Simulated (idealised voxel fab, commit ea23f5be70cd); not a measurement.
process module | voxel ribs on slabs
cross-section cut | 175 nm wide | cells 5 nm
A cross-section is a grid of square cells, given in bands from the top down. A band is one or more rows of cells.
Each band's line starts with the height of the band's top and of its bottom, in nm. Then come its materials from left to right, each with its width in nm. One material with "throughout" fills the band from edge to edge. "air" is empty space.
Height 0 is the level under which the wafer as received is all one material. The lowest band goes on downwards, as in "0 down".
A width such as "30 to 40" changes by the same amount from each row of cells to the next, from the band's top row to its bottom row.
"no change" after a step means that no cell of the cross-section changed.
closed voids: empty space of 8 cells or more with no open way to the top, each as width x height at its distance from the left edge, in nm
after a step's settings: what the simulator itself notes on the step
overlay nm, on a step with a mask: how far to the right of its planned place the mask lay; to the left if negative
plan
1 op RECEIVE | material Si
2 op DIRECTIONAL_DEP | material SiO2 | thk nm 25
3 op DIRECTIONAL_DEP | material polySi | thk nm 15
4 op DIRECTIONAL_DEP | material aC | thk nm 10
5 op PATTERN | tone cover | mask id RIB | material resist | width nm 20 | thk nm 25 | overlay nm 0
6 op DIRECTIONAL_ETCH | etch materials aC | depth nm 10
7 op STRIP | etch materials resist
8 op DIRECTIONAL_ETCH | etch materials polySi | depth nm 10
9 op STRIP | etch materials aC
10 op PATTERN | tone cover | mask id SLAB | material resist | width nm 70 | thk nm 15 | overlay nm 0
11 op DIRECTIONAL_ETCH | etch materials polySi | depth nm 5
12 op STRIP | etch materials resist
13 op FILL_DEP | material SiO2 | thk nm 25
14 op CMP | height nm 60
15 op DIRECTIONAL_DEP | material TiN | thk nm 10
16 op DIRECTIONAL_DEP | material aC | thk nm 15
17 op PATTERN | tone cover | mask id HEATER | material resist | width nm 30 | thk nm 35 | overlay nm 0
18 op DIRECTIONAL_ETCH | etch materials aC | depth nm 15
19 op STRIP | etch materials resist
20 op DIRECTIONAL_ETCH | etch materials TiN | depth nm 10
21 op STRIP | etch materials aC
22 op CONFORMAL_DEP | material SiO2 | thk nm 5
as received, after step 1
  0 down: Si throughout
  closed voids: none
first wafer at the end, as planned
  75 to 70: air 65 | SiO2 40 | air 70
  70 to 65: air 65 | SiO2 5 | TiN 30 | SiO2 5 | air 70
  65 to 60: SiO2 70 | TiN 30 | SiO2 75
  60 to 40: SiO2 throughout
  40 to 30: SiO2 75 | polySi 20 | SiO2 80
  30 to 25: SiO2 50 | polySi 70 | SiO2 55
  25 to 0: SiO2 throughout
  0 down: Si throughout
  closed voids: none
second wafer at the end: like start, like plan, one mistake
  75 to 70: air 70 | SiO2 40 | air 65
  70 to 65: air 70 | SiO2 5 | TiN 30 | SiO2 5 | air 65
  65 to 60: SiO2 75 | TiN 30 | SiO2 70
  60 to 40: SiO2 throughout
  40 to 30: SiO2 75 | polySi 20 | SiO2 80
  30 to 25: SiO2 50 | polySi 70 | SiO2 55
  25 to 0: SiO2 throughout
  0 down: Si throughout
  closed voids: none
what went wrong: step 17 ran as: op PATTERN | tone cover | mask id HEATER | material resist | width nm 30 | thk nm 35 | overlay nm 5
at the end the second wafer has, in cells: as many of each material as the first, in other places
